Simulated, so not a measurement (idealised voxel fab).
Title: Process Module voxel capacitor over wiring
The cross-section on display is named cut; it measures 235 nm wide, and its cells are 5 nm squares.
Reading order for cross-sections: top band down to bottom band. Underlying form: a grid of square cells. Band size: one or more rows of cells. The entry gives the band's vertical extent as a top height and a bottom height in nm, then its horizontal make-up as materials from left to right, each with a width in nm. "air" stands for empty space; a single material marked "throughout" fills the band edge to edge. Below 0: as-received wafer, all one material; heights counted from there. Lowest band: no bottom, goes on down, written "0 nm and below". Width: "30 to 40" (first number = top row, second number = bottom row, same change from row to row of cells). For the purposes of this document, the phrase "remained unchanged" attached to a step denotes that no cell within the cross-section was modified by that step. Listed in "Fully enclosed voids": every empty space of 8 or more cells without an open way to the top. Form: width x height at distance, the distance being from the left edge, all in nm. The remark found on a step's line after its settings is issued by the simulator itself and pertains to that step. overlay nm: step with mask; distance mask lay right of planned place; negative value = left of planned place.

Process steps foreseen in the plan:
1) op RECEIVE | material Si
2) op CONFORMAL_DEP | material SiO2 | thk nm 15
3) op CONFORMAL_DEP | material SiN | thk nm 5
4) op DIRECTIONAL_DEP | material SiO2 | thk nm 15
5) op DIRECTIONAL_DEP | material aC | thk nm 10
6) op PATTERN | tone open | mask id METAL_1 | material resist | width nm 25 | pitch nm 90 | thk nm 30 | overlay nm 0
7) op DIRECTIONAL_ETCH | etch materials aC | depth nm 10
8) op STRIP | etch materials resist
9) op DIRECTIONAL_ETCH | etch materials SiO2 | depth nm 15
10) op DIRECTIONAL_ETCH | etch materials SiN | depth nm 5
11) op STRIP | etch materials aC
12) op CONFORMAL_DEP | material TiN | thk nm 5
13) op FILL_DEP | material Cu | thk nm 5
14) op CMP | height nm 35
15) op EPI | material Ru | thk nm 5
16) op FILL_DEP | material SiCN | thk nm 5
17) op DIRECTIONAL_DEP | material lowk | thk nm 15
18) op DIRECTIONAL_DEP | material aC | thk nm 10
19) op PATTERN | tone open | mask id PLUG_1 | material resist | width nm 15 | thk nm 30 | overlay nm 0
20) op DIRECTIONAL_ETCH | etch materials aC | depth nm 10
21) op STRIP | etch materials resist
22) op DIRECTIONAL_ETCH | etch materials lowk | depth nm 15
23) op DIRECTIONAL_ETCH | etch materials SiCN | depth nm 5
24) op STRIP | etch materials aC
25) op EPI | material Ru | thk nm 10
26) op EPI | material Ru | thk nm 10
27) op DIRECTIONAL_DEP | material TiN | thk nm 5
28) op DIRECTIONAL_DEP | material Al2O3 | thk nm 5
29) op DIRECTIONAL_DEP | material TiN | thk nm 10
30) op MASKED_ETCH | tone cover | mask id UPPER_PLATE | width nm 70 | etch materials TiN | depth nm 10 | overlay nm 0
31) op MASKED_ETCH | tone cover | mask id UPPER_PLATE | width nm 70 | etch materials Al2O3 | depth nm 5 | overlay nm 0
32) op DIRECTIONAL_DEP | material aC | thk nm 15
33) op PATTERN | tone cover | mask id LOWER_PLATE | material resist | width nm 80 | thk nm 35 | overlay nm 0
34) op DIRECTIONAL_ETCH | etch materials aC | depth nm 15
35) op STRIP | etch materials resist
36) op DIRECTIONAL_ETCH | etch materials TiN | depth nm 5
37) op STRIP | etch materials aC
38) op FILL_DEP | material SiO2 | thk nm 15
39) op CMP | height nm 90
40) op DIRECTIONAL_DEP | material aC | thk nm 15
41) op PATTERN | tone open | mask id PLUG_2 | material resist | width nm 15 | thk nm 35 | overlay nm 0
42) op DIRECTIONAL_ETCH | etch materials aC | depth nm 15
43) op STRIP | etch materials resist
44) op DIRECTIONAL_ETCH | etch materials SiO2 | depth nm 10
45) op STRIP | etch materials aC
46) op CONFORMAL_DEP | material TiN | thk nm 5
47) op FILL_DEP | material Ru | thk nm 5
48) op CMP | height nm 90
49) op CONFORMAL_DEP | material SiCN | thk nm 5

Account of the first of two wafers, which was processed as intended:

As received (post step 1): cross-section:
    0 nm and below | Si throughout
    Fully enclosed voids: none

After step 2, in cross-section:
    15 nm to 0 nm | SiO2 throughout
    Heights below 0 show no change.

After step 3, in cross-section:
    20 nm to 15 nm | SiN throughout
    Heights below 15 show no change.

After step 4, in cross-section:
    35 nm to 20 nm | SiO2 throughout
    Heights below 20 show no change.

After step 5, in cross-section:
    45 nm to 35 nm | aC throughout
    Heights below 35 show no change.

After step 6, in cross-section:
    75 nm to 45 nm | 60 of resist / 25 of air / 65 of resist / 25 of air / 60 of resist
    Heights below 45 show no change.

After step 7, in cross-section:
    65 nm to 45 nm | 60 of resist / 25 of air / 65 of resist / 25 of air / 60 of resist
    45 nm to 35 nm | 60 of aC / 25 of air / 65 of aC / 25 of air / 60 of aC
    Heights below 35 show no change.

After step 8, in cross-section:
    45 nm to 35 nm | 60 of aC / 25 of air / 65 of aC / 25 of air / 60 of aC
    Heights below 35 show no change.

After step 9, in cross-section:
    45 nm to 35 nm | 60 of aC / 25 of air / 65 of aC / 25 of air / 60 of aC
    35 nm to 20 nm | 60 of SiO2 / 25 of air / 65 of SiO2 / 25 of air / 60 of SiO2
    Heights below 20 show no change.

After step 10, in cross-section:
    45 nm to 35 nm | 60 of aC / 25 of air / 65 of aC / 25 of air / 60 of aC
    35 nm to 20 nm | 60 of SiO2 / 25 of air / 65 of SiO2 / 25 of air / 60 of SiO2
    20 nm to 15 nm | 60 of SiN / 25 of air / 65 of SiN / 25 of air / 60 of SiN
    Heights below 15 show no change.

After step 11, in cross-section:
    35 nm to 20 nm | 60 of SiO2 / 25 of air / 65 of SiO2 / 25 of air / 60 of SiO2
    Heights below 20 show no change.

After step 12, in cross-section:
    40 nm to 35 nm | 65 of TiN / 15 of air / 75 of TiN / 15 of air / 65 of TiN
    35 nm to 20 nm | 60 of SiO2 / 5 of TiN / 15 of air / 5 of TiN / 65 of SiO2 / 5 of TiN / 15 of air / 5 of TiN / 60 of SiO2
    20 nm to 15 nm | 60 of SiN / 25 of TiN / 65 of SiN / 25 of TiN / 60 of SiN
    Heights below 15 show no change.

After step 13, in cross-section:
    45 nm to 40 nm | Cu throughout
    40 nm to 35 nm | 65 of TiN / 15 of Cu / 75 of TiN / 15 of Cu / 65 of TiN
    35 nm to 20 nm | 60 of SiO2 / 5 of TiN / 15 of Cu / 5 of TiN / 65 of SiO2 / 5 of TiN / 15 of Cu / 5 of TiN / 60 of SiO2
    Heights below 20 show no change.

After step 14, in cross-section:
    35 nm to 20 nm | 60 of SiO2 / 5 of TiN / 15 of Cu / 5 of TiN / 65 of SiO2 / 5 of TiN / 15 of Cu / 5 of TiN / 60 of SiO2
    Heights below 20 show no change.

After step 15, in cross-section:
    40 nm to 35 nm | 55 of air / 35 of Ru / 55 of air / 35 of Ru / 55 of air
    Heights below 35 show no change.

After step 16, in cross-section:
    45 nm to 40 nm | SiCN throughout
    40 nm to 35 nm | 55 of SiCN / 35 of Ru / 55 of SiCN / 35 of Ru / 55 of SiCN
    Heights below 35 show no change.

After step 17, in cross-section:
    60 nm to 45 nm | lowk throughout
    Heights below 45 show no change.

After step 18, in cross-section:
    70 nm to 60 nm | aC throughout
    Heights below 60 show no change.

After step 19, in cross-section:
    100 nm to 70 nm | 70 of resist / 15 of air / 150 of resist
    Heights below 70 show no change.

After step 20, in cross-section:
    90 nm to 70 nm | 70 of resist / 15 of air / 150 of resist
    70 nm to 60 nm | 70 of aC / 15 of air / 150 of aC
    Heights below 60 show no change.

After step 21, in cross-section:
    70 nm to 60 nm | 70 of aC / 15 of air / 150 of aC
    Heights below 60 show no change.

After step 22, in cross-section:
    70 nm to 60 nm | 70 of aC / 15 of air / 150 of aC
    60 nm to 45 nm | 70 of lowk / 15 of air / 150 of lowk
    Heights below 45 show no change.

After step 23, in cross-section:
    70 nm to 60 nm | 70 of aC / 15 of air / 150 of aC
    60 nm to 45 nm | 70 of lowk / 15 of air / 150 of lowk
    45 nm to 40 nm | 70 of SiCN / 15 of air / 150 of SiCN
    Heights below 40 show no change.

After step 24, in cross-section:
    60 nm to 45 nm | 70 of lowk / 15 of air / 150 of lowk
    Heights below 45 show no change.

After step 25, in cross-section:
    60 nm to 50 nm | 70 of lowk / 15 of air / 150 of lowk
    50 nm to 45 nm | 70 of lowk / 15 of Ru / 150 of lowk
    45 nm to 40 nm | 70 of SiCN / 15 of Ru / 150 of SiCN
    Heights below 40 show no change.

After step 26, in cross-section:
    60 nm to 45 nm | 70 of lowk / 15 of Ru / 150 of lowk
    Heights below 45 show no change.

After step 27, in cross-section:
    65 nm to 60 nm | TiN throughout
    Heights below 60 show no change.

After step 28, in cross-section:
    70 nm to 65 nm | Al2O3 throughout
    Heights below 65 show no change.

After step 29, in cross-section:
    80 nm to 70 nm | TiN throughout
    Heights below 70 show no change.

After step 30, in cross-section:
    80 nm to 70 nm | 70 of air / 70 of TiN / 95 of air
    Heights below 70 show no change.

After step 31, in cross-section:
    80 nm to 70 nm | 70 of air / 70 of TiN / 95 of air
    70 nm to 65 nm | 70 of air / 70 of Al2O3 / 95 of air
    Heights below 65 show no change.

After step 32, in cross-section:
    95 nm to 80 nm | 70 of air / 70 of aC / 95 of air
    80 nm to 70 nm | 70 of aC / 70 of TiN / 95 of aC
    70 nm to 65 nm | 70 of aC / 70 of Al2O3 / 95 of aC
    Heights below 65 show no change.

After step 33, in cross-section:
    130 nm to 95 nm | 65 of air / 80 of resist / 90 of air
    95 nm to 80 nm | 65 of air / 5 of resist / 70 of aC / 5 of resist / 90 of air
    Heights below 80 show no change.

After step 34, in cross-section:
    115 nm to 95 nm | 65 of air / 80 of resist / 90 of air
    95 nm to 80 nm | 65 of air / 5 of resist / 70 of aC / 5 of resist / 90 of air
    80 nm to 70 nm | 65 of air / 5 of aC / 70 of TiN / 5 of aC / 90 of air
    70 nm to 65 nm | 65 of air / 5 of aC / 70 of Al2O3 / 5 of aC / 90 of air
    Heights below 65 show no change.

After step 35, in cross-section:
    95 nm to 80 nm | 70 of air / 70 of aC / 95 of air
    Heights below 80 show no change.

After step 36, in cross-section:
    95 nm to 80 nm | 70 of air / 70 of aC / 95 of air
    80 nm to 70 nm | 65 of air / 5 of aC / 70 of TiN / 5 of aC / 90 of air
    70 nm to 65 nm | 65 of air / 5 of aC / 70 of Al2O3 / 5 of aC / 90 of air
    65 nm to 60 nm | 65 of air / 80 of TiN / 90 of air
    Heights below 60 show no change.

After step 37, in cross-section:
    80 nm to 70 nm | 70 of air / 70 of TiN / 95 of air
    70 nm to 65 nm | 70 of air / 70 of Al2O3 / 95 of air
    Heights below 65 show no change.

After step 38, in cross-section:
    95 nm to 80 nm | SiO2 throughout
    80 nm to 70 nm | 70 of SiO2 / 70 of TiN / 95 of SiO2
    70 nm to 65 nm | 70 of SiO2 / 70 of Al2O3 / 95 of SiO2
    65 nm to 60 nm | 65 of SiO2 / 80 of TiN / 90 of SiO2
    Heights below 60 show no change.

After step 39, in cross-section:
    90 nm to 80 nm | SiO2 throughout
    Heights below 80 show no change.

After step 40, in cross-section:
    105 nm to 90 nm | aC throughout
    Heights below 90 show no change.

After step 41, in cross-section:
    140 nm to 105 nm | 80 of resist / 15 of air / 140 of resist
    Heights below 105 show no change.

After step 42, in cross-section:
    125 nm to 105 nm | 80 of resist / 15 of air / 140 of resist
    105 nm to 90 nm | 80 of aC / 15 of air / 140 of aC
    Heights below 90 show no change.

After step 43, in cross-section:
    105 nm to 90 nm | 80 of aC / 15 of air / 140 of aC
    Heights below 90 show no change.

After step 44, in cross-section:
    105 nm to 90 nm | 80 of aC / 15 of air / 140 of aC
    90 nm to 80 nm | 80 of SiO2 / 15 of air / 140 of SiO2
    Heights below 80 show no change.

After step 45, in cross-section:
    90 nm to 80 nm | 80 of SiO2 / 15 of air / 140 of SiO2
    Heights below 80 show no change.

After step 46, in cross-section:
    95 nm to 90 nm | 85 of TiN / 5 of air / 145 of TiN
    90 nm to 85 nm | 80 of SiO2 / 5 of TiN / 5 of air / 5 of TiN / 140 of SiO2
    85 nm to 80 nm | 80 of SiO2 / 15 of TiN / 140 of SiO2
    Heights below 80 show no change.

After step 47, in cross-section:
    100 nm to 95 nm | Ru throughout
    95 nm to 90 nm | 85 of TiN / 5 of Ru / 145 of TiN
    90 nm to 85 nm | 80 of SiO2 / 5 of TiN / 5 of Ru / 5 of TiN / 140 of SiO2
    Heights below 85 show no change.

After step 48, in cross-section:
    90 nm to 85 nm | 80 of SiO2 / 5 of TiN / 5 of Ru / 5 of TiN / 140 of SiO2
    Heights below 85 show no change.

After step 49, in cross-section:
    95 nm to 90 nm | SiCN throughout
    Heights below 90 show no change.

Wafer two: like wafer one in start and plan, but with one mistake in execution; identical up to and including step 15:

Second wafer: cross-section at the scheduled end of step 16:
    55 nm to 40 nm | SiCN throughout
    40 nm to 35 nm | 55 of SiCN / 35 of Ru / 55 of SiCN / 35 of Ru / 55 of SiCN
    Heights below 35 show no change.

Second wafer: cross-section at the scheduled end of step 17:
    70 nm to 55 nm | lowk throughout
    Heights below 55 show no change.

Second wafer: cross-section at the scheduled end of step 18:
    80 nm to 70 nm | aC throughout
    Heights below 70 show no change.

Second wafer: cross-section at the scheduled end of step 19:
    110 nm to 80 nm | 70 of resist / 15 of air / 150 of resist
    Heights below 80 show no change.

Second wafer: cross-section at the scheduled end of step 20:
    100 nm to 80 nm | 70 of resist / 15 of air / 150 of resist
    80 nm to 70 nm | 70 of aC / 15 of air / 150 of aC
    Heights below 70 show no change.

Second wafer: cross-section at the scheduled end of step 21:
    80 nm to 70 nm | 70 of aC / 15 of air / 150 of aC
    Heights below 70 show no change.

Second wafer: cross-section at the scheduled end of step 22:
    80 nm to 70 nm | 70 of aC / 15 of air / 150 of aC
    70 nm to 55 nm | 70 of lowk / 15 of air / 150 of lowk
    Heights below 55 show no change.

Second wafer: cross-section at the scheduled end of step 23:
    80 nm to 70 nm | 70 of aC / 15 of air / 150 of aC
    70 nm to 55 nm | 70 of lowk / 15 of air / 150 of lowk
    55 nm to 50 nm | 70 of SiCN / 15 of air / 150 of SiCN
    Heights below 50 show no change.

Second wafer: cross-section at the scheduled end of step 24:
    70 nm to 55 nm | 70 of lowk / 15 of air / 150 of lowk
    Heights below 55 show no change.

Second wafer: cross-section at the scheduled end of step 25: remained unchanged

Second wafer: cross-section at the scheduled end of step 26: remained unchanged

Second wafer: cross-section at the scheduled end of step 27:
    75 nm to 70 nm | 70 of TiN / 15 of air / 150 of TiN
    70 nm to 55 nm | 70 of lowk / 15 of air / 150 of lowk
    55 nm to 50 nm | 70 of SiCN / 15 of TiN / 150 of SiCN
    Heights below 50 show no change.

Second wafer: cross-section at the scheduled end of step 28:
    80 nm to 75 nm | 70 of Al2O3 / 15 of air / 150 of Al2O3
    75 nm to 70 nm | 70 of TiN / 15 of air / 150 of TiN
    70 nm to 60 nm | 70 of lowk / 15 of air / 150 of lowk
    60 nm to 55 nm | 70 of lowk / 15 of Al2O3 / 150 of lowk
    Heights below 55 show no change.

Second wafer: cross-section at the scheduled end of step 29:
    90 nm to 80 nm | 70 of TiN / 15 of air / 150 of TiN
    80 nm to 75 nm | 70 of Al2O3 / 15 of air / 150 of Al2O3
    75 nm to 70 nm | 70 of TiN / 15 of air / 150 of TiN
    70 nm to 60 nm | 70 of lowk / 15 of TiN / 150 of lowk
    Heights below 60 show no change.

Second wafer: cross-section at the scheduled end of step 30:
    90 nm to 80 nm | 85 of air / 55 of TiN / 95 of air
    Heights below 80 show no change.

Second wafer: cross-section at the scheduled end of step 31:
    90 nm to 80 nm | 85 of air / 55 of TiN / 95 of air
    80 nm to 75 nm | 85 of air / 55 of Al2O3 / 95 of air
    Heights below 75 show no change.

Second wafer: cross-section at the scheduled end of step 32:
    105 nm to 90 nm | 85 of air / 55 of aC / 95 of air
    90 nm to 85 nm | 70 of aC / 15 of air / 55 of TiN / 95 of aC
    85 nm to 80 nm | 85 of aC / 55 of TiN / 95 of aC
    80 nm to 75 nm | 85 of aC / 55 of Al2O3 / 95 of aC
    75 nm to 70 nm | 70 of TiN / 15 of aC / 150 of TiN
    Heights below 70 show no change.

Second wafer: cross-section at the scheduled end of step 33:
    140 nm to 105 nm | 65 of air / 80 of resist / 90 of air
    105 nm to 90 nm | 65 of air / 20 of resist / 55 of aC / 5 of resist / 90 of air
    90 nm to 85 nm | 70 of aC / 15 of resist / 55 of TiN / 95 of aC
    Heights below 85 show no change.

Second wafer: cross-section at the scheduled end of step 34:
    125 nm to 105 nm | 65 of air / 80 of resist / 90 of air
    105 nm to 90 nm | 65 of air / 20 of resist / 55 of aC / 5 of resist / 90 of air
    90 nm to 85 nm | 65 of air / 5 of aC / 15 of resist / 55 of TiN / 5 of aC / 90 of air
    85 nm to 80 nm | 65 of air / 20 of aC / 55 of TiN / 5 of aC / 90 of air
    80 nm to 75 nm | 65 of air / 20 of aC / 55 of Al2O3 / 5 of aC / 90 of air
    Heights below 75 show no change.

Second wafer: cross-section at the scheduled end of step 35:
    105 nm to 90 nm | 85 of air / 55 of aC / 95 of air
    90 nm to 85 nm | 65 of air / 5 of aC / 15 of air / 55 of TiN / 5 of aC / 90 of air
    Heights below 85 show no change.

Second wafer: cross-section at the scheduled end of step 36:
    105 nm to 90 nm | 85 of air / 55 of aC / 95 of air
    90 nm to 85 nm | 65 of air / 5 of aC / 15 of air / 55 of TiN / 5 of aC / 90 of air
    85 nm to 80 nm | 65 of air / 20 of aC / 55 of TiN / 5 of aC / 90 of air
    80 nm to 75 nm | 65 of air / 20 of aC / 55 of Al2O3 / 5 of aC / 90 of air
    75 nm to 70 nm | 65 of air / 5 of TiN / 15 of aC / 60 of TiN / 90 of air
    Heights below 70 show no change.

Second wafer: cross-section at the scheduled end of step 37:
    90 nm to 80 nm | 85 of air / 55 of TiN / 95 of air
    80 nm to 75 nm | 85 of air / 55 of Al2O3 / 95 of air
    75 nm to 70 nm | 65 of air / 5 of TiN / 15 of air / 60 of TiN / 90 of air
    Heights below 70 show no change.

Second wafer: cross-section at the scheduled end of step 38:
    105 nm to 90 nm | SiO2 throughout
    90 nm to 80 nm | 85 of SiO2 / 55 of TiN / 95 of SiO2
    80 nm to 75 nm | 85 of SiO2 / 55 of Al2O3 / 95 of SiO2
    75 nm to 70 nm | 65 of SiO2 / 5 of TiN / 15 of SiO2 / 60 of TiN / 90 of SiO2
    Heights below 70 show no change.

Second wafer: cross-section at the scheduled end of step 39:
    90 nm to 80 nm | 85 of SiO2 / 55 of TiN / 95 of SiO2
    Heights below 80 show no change.

Second wafer: cross-section at the scheduled end of step 40:
    105 nm to 90 nm | aC throughout
    Heights below 90 show no change.

Second wafer: cross-section at the scheduled end of step 41:
    140 nm to 105 nm | 80 of resist / 15 of air / 140 of resist
    Heights below 105 show no change.

Second wafer: cross-section at the scheduled end of step 42:
    125 nm to 105 nm | 80 of resist / 15 of air / 140 of resist
    105 nm to 90 nm | 80 of aC / 15 of air / 140 of aC
    Heights below 90 show no change.

Second wafer: cross-section at the scheduled end of step 43:
    105 nm to 90 nm | 80 of aC / 15 of air / 140 of aC
    Heights below 90 show no change.

Second wafer: cross-section at the scheduled end of step 44:
    105 nm to 90 nm | 80 of aC / 15 of air / 140 of aC
    90 nm to 80 nm | 80 of SiO2 / 5 of air / 55 of TiN / 95 of SiO2
    Heights below 80 show no change.

Second wafer: cross-section at the scheduled end of step 45:
    90 nm to 80 nm | 80 of SiO2 / 5 of air / 55 of TiN / 95 of SiO2
    Heights below 80 show no change.

Second wafer: cross-section at the scheduled end of step 46:
    95 nm to 90 nm | TiN throughout
    90 nm to 80 nm | 80 of SiO2 / 60 of TiN / 95 of SiO2
    Heights below 80 show no change.

Second wafer: cross-section at the scheduled end of step 47:
    100 nm to 95 nm | Ru throughout
    Heights below 95 show no change.

Second wafer: cross-section at the scheduled end of step 48:
    90 nm to 80 nm | 80 of SiO2 / 60 of TiN / 95 of SiO2
    Heights below 80 show no change.

Second wafer: cross-section at the scheduled end of step 49:
    95 nm to 90 nm | SiCN throughout
    Heights below 90 show no change.
It is concluded that the wafer was processed incorrectly with respect to the plan, in that in deviation from the planned setting, step 16 was conducted as op FILL_DEP | material SiCN | thk nm 15
The second wafer ends with more or fewer cells of some materials than the first, per final count: 13 fewer of Ru, 94 more of SiCN, 78 fewer of SiO2, 3 fewer of TiN
